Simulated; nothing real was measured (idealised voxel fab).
Process module heading - voxel transistor to metal
The width of the displayed cross-section, cut, is 265 nm; its cells are square, with a size of 5 nm.
This document writes a cross-section as a grid whose cells are square, and gives it as bands, listed from the top down; one or more rows of cells form a band. The band entry comprises the height of the band's top followed by the height of its bottom, expressed in nm, and subsequently the band's materials from left to right, each stated together with its width in nm. Where a single material is marked with the word "everywhere", that material fills the band from edge to edge. The word "blank" represents empty space. Height reference: 0 = level under which incoming wafer is all one material. Lowest band: no bottom, runs on downward, e.g. "0 down". Top row gets the first number, bottom row gets the second, and each row in between changes by the same step: that is how a band width like "30->40" works. "no modification" -> step changed no cross-section cell. "Sealed voids" means: voids of 8 cells or more that are shut off from the top with no open way through. Written width x height at distance, distance from the left edge, in nm. Where a step's line continues beyond its settings, the continuation is a remark by the simulator itself on that step. overlay nm: mask right of planned place by this much (step with mask). Neg. = left.

**These are the steps we planned for the process**
1: RECEIVE, material Si
2: OXIDIZE, depth nm 5
3: CONFORMAL_DEP, material SiN, thk nm 15
4: PATTERN, tone cover, mask id ACTIVE, material resist, width nm 105, pitch nm 130, thk nm 20, overlay nm 0
5: DIRECTIONAL_ETCH, etch materials SiN, depth nm 15
6: DIRECTIONAL_ETCH, etch materials SiO2, depth nm 5
7: DIRECTIONAL_ETCH, etch materials Si, depth nm 25
8: STRIP, etch materials resist
9: OXIDIZE, depth nm 5
10: FILL_DEP, material SiO2, thk nm 15
11: CMP, height nm 15
12: SELECTIVE_ETCH, etch materials SiO2, depth nm 10
13: STRIP, etch materials SiN
14: SELECTIVE_ETCH, etch materials SiO2, depth nm 5
15: OXIDIZE, depth nm 5
16: DIRECTIONAL_DEP, material polySi, thk nm 25
17: DIRECTIONAL_DEP, material SiCN, thk nm 10
18: MASKED_ETCH, tone cover, mask id GATE, width nm 25, pitch nm 130, etch materials SiCN, depth nm 20, overlay nm 0
19: MASKED_ETCH, tone cover, mask id GATE, width nm 25, pitch nm 130, etch materials polySi, depth nm 35, overlay nm 0
20: CONFORMAL_DEP, material SiN, thk nm 5
21: DIRECTIONAL_ETCH, etch materials SiN, depth nm 5
22: DIRECTIONAL_ETCH, etch materials SiO2, depth nm 5
23: EPI, material nSi, thk nm 5
24: FILL_DEP, material SiO2, thk nm 5
25: CMP, height nm 30
26: DIRECTIONAL_DEP, material SiO2, thk nm 10
27: MASKED_ETCH, tone open, mask id CONTACT, width nm 15, etch materials SiO2, depth nm 45, overlay nm 0
28: CONFORMAL_DEP, material TiN, thk nm 5
29: FILL_DEP, material Ru, thk nm 10
30: CMP, height nm 40
31: CONFORMAL_DEP, material SiN, thk nm 5
32: DIRECTIONAL_DEP, material SiO2, thk nm 25
33: MASKED_ETCH, tone open, mask id METAL_1, width nm 15, etch materials SiO2, depth nm 25, overlay nm 0
34: MASKED_ETCH, tone open, mask id METAL_1, width nm 15, etch materials SiN, depth nm 5, overlay nm 0
35: CONFORMAL_DEP, material TiN, thk nm 5
36: FILL_DEP, material Ru, thk nm 10
37: CMP, height nm 70
38: EPI, material Ru, thk nm 5
39: FILL_DEP, material SiCN, thk nm 5

**As received (post step 1): cross-section**
0 down | Si everywhere
Sealed voids: none

**One mistake in running the module, otherwise start and plan as above: cross-section at the end**
80 to 75 | SiCN everywhere
75 to 70 | SiCN: 20 / Ru: 25 / SiCN: 45 / Ru: 25 / SiCN: 35 / Ru: 25 / SiCN: 45 / Ru: 25 / SiCN: 20
70 to 65 | SiN: 25 / TiN: 15 / SiN: 55 / TiN: 15 / SiN: 45 / TiN: 15 / SiN: 55 / TiN: 15 / SiN: 25
65 to 40 | SiO2 everywhere
40 to 30 | SiO2: 25 / TiN: 5 / Ru: 5 / TiN: 5 / SiO2: 55 / TiN: 5 / Ru: 5 / TiN: 5 / SiO2: 45 / TiN: 5 / Ru: 5 / TiN: 5 / SiO2: 55 / TiN: 5 / Ru: 5 / TiN: 5 / SiO2: 25
30 to 20 | SiO2: 25 / TiN: 5 / Ru: 5 / TiN: 5 / SiO2: 10 / SiN: 5 / SiCN: 25 / SiN: 5 / SiO2: 10 / TiN: 5 / Ru: 5 / TiN: 5 / SiO2: 45 / TiN: 5 / Ru: 5 / TiN: 5 / SiO2: 10 / SiN: 5 / SiCN: 25 / SiN: 5 / SiO2: 10 / TiN: 5 / Ru: 5 / TiN: 5 / SiO2: 25
20 to 0 | SiO2: 25 / TiN: 5 / Ru: 5 / TiN: 5 / SiO2: 10 / SiN: 5 / polySi: 25 / SiN: 5 / SiO2: 10 / TiN: 5 / Ru: 5 / TiN: 5 / SiO2: 45 / TiN: 5 / Ru: 5 / TiN: 5 / SiO2: 10 / SiN: 5 / polySi: 25 / SiN: 5 / SiO2: 10 / TiN: 5 / Ru: 5 / TiN: 5 / SiO2: 25
0 to -5 | SiO2: 10 / SiN: 5 / SiO2: 10 / TiN: 15 / SiO2: 10 / SiN: 5 / polySi: 25 / SiN: 5 / SiO2: 10 / TiN: 15 / SiO2: 10 / SiN: 5 / SiO2: 15 / SiN: 5 / SiO2: 10 / TiN: 15 / SiO2: 10 / SiN: 5 / polySi: 25 / SiN: 5 / SiO2: 10 / TiN: 15 / SiO2: 10 / SiN: 5 / SiO2: 10
-5 to -10 | SiO2: 15 / nSi: 35 / SiO2: 35 / nSi: 35 / SiO2: 25 / nSi: 35 / SiO2: 35 / nSi: 35 / SiO2: 15
-10 to -35 | SiO2: 20 / Si: 95 / SiO2: 35 / Si: 95 / SiO2: 20
-35 down | Si everywhere
Sealed voids: none
Want to know what went wrong? sequence error: steps 31 and 32 interchanged
